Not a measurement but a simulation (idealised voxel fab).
process module | voxel self aligned contacts
cross-section cut | 205 nm wide | cells 5 nm
A cross-section is a grid of square cells, given in bands from the top down. A band is one or more rows of cells.
Each band's line starts with the height of the band's top and of its bottom, in nm. Then come its materials from left to right, each with its width in nm. One material with "throughout" fills the band from edge to edge. "air" is empty space.
Height 0 is the level under which the wafer as received is all one material. The lowest band goes on downwards, as in "0 down".
A width such as "30 to 40" changes by the same amount from each row of cells to the next, from the band's top row to its bottom row.
"no change" after a step means that no cell of the cross-section changed.
closed voids: empty space of 8 cells or more with no open way to the top, each as width x height at its distance from the left edge, in nm
after a step's settings: what the simulator itself notes on the step
overlay nm, on a step with a mask: how far to the right of its planned place the mask lay; to the left if negative
plan
1 op RECEIVE | material Si
2 op CONFORMAL_DEP | material SiO2 | thk nm 5
3 op DIRECTIONAL_DEP | material polySi | thk nm 20
4 op DIRECTIONAL_DEP | material SiN | thk nm 20
5 op MASKED_ETCH | tone cover | mask id GATE | width nm 25 | pitch nm 50 | etch materials SiN | depth nm 20 | overlay nm 0
6 op MASKED_ETCH | tone cover | mask id GATE | width nm 25 | pitch nm 50 | etch materials polySi | depth nm 20 | overlay nm 0
7 op CONFORMAL_DEP | material SiN | thk nm 5
8 op DIRECTIONAL_ETCH | etch materials SiN | depth nm 5
9 op FILL_DEP | material SiO2 | thk nm 15
10 op CMP | height nm 50
11 op PATTERN | tone open | mask id CONTACT | material resist | width nm 35 | pitch nm 50 | thk nm 15 | overlay nm 0
12 op DIRECTIONAL_ETCH | etch materials SiO2 | depth nm 50
13 op STRIP | etch materials resist
14 op CONFORMAL_DEP | material TiN | thk nm 5
15 op FILL_DEP | material W | thk nm 10
16 op CMP | height nm 50
17 op CONFORMAL_DEP | material SiCN | thk nm 5
varied across the wafers: depth nm of step 8. The plan shows the first wafer's value. All wafers start alike
first wafer as received, after step 1
  0 down: Si throughout
  closed voids: none
each wafer at the end: cells of each material gained (+) or lost (-) since it was received, then its closed voids
depth nm 5 | +41 SiCN | +108 SiN | +174 SiO2 | +50 TiN | +18 W | +60 polySi | closed voids: none
depth nm 10 | +41 SiCN | +87 SiN | +187 SiO2 | +50 TiN | +26 W | +60 polySi | closed voids: none
depth nm 15 | +41 SiCN | +66 SiN | +200 SiO2 | +50 TiN | +34 W | +60 polySi | closed voids: none
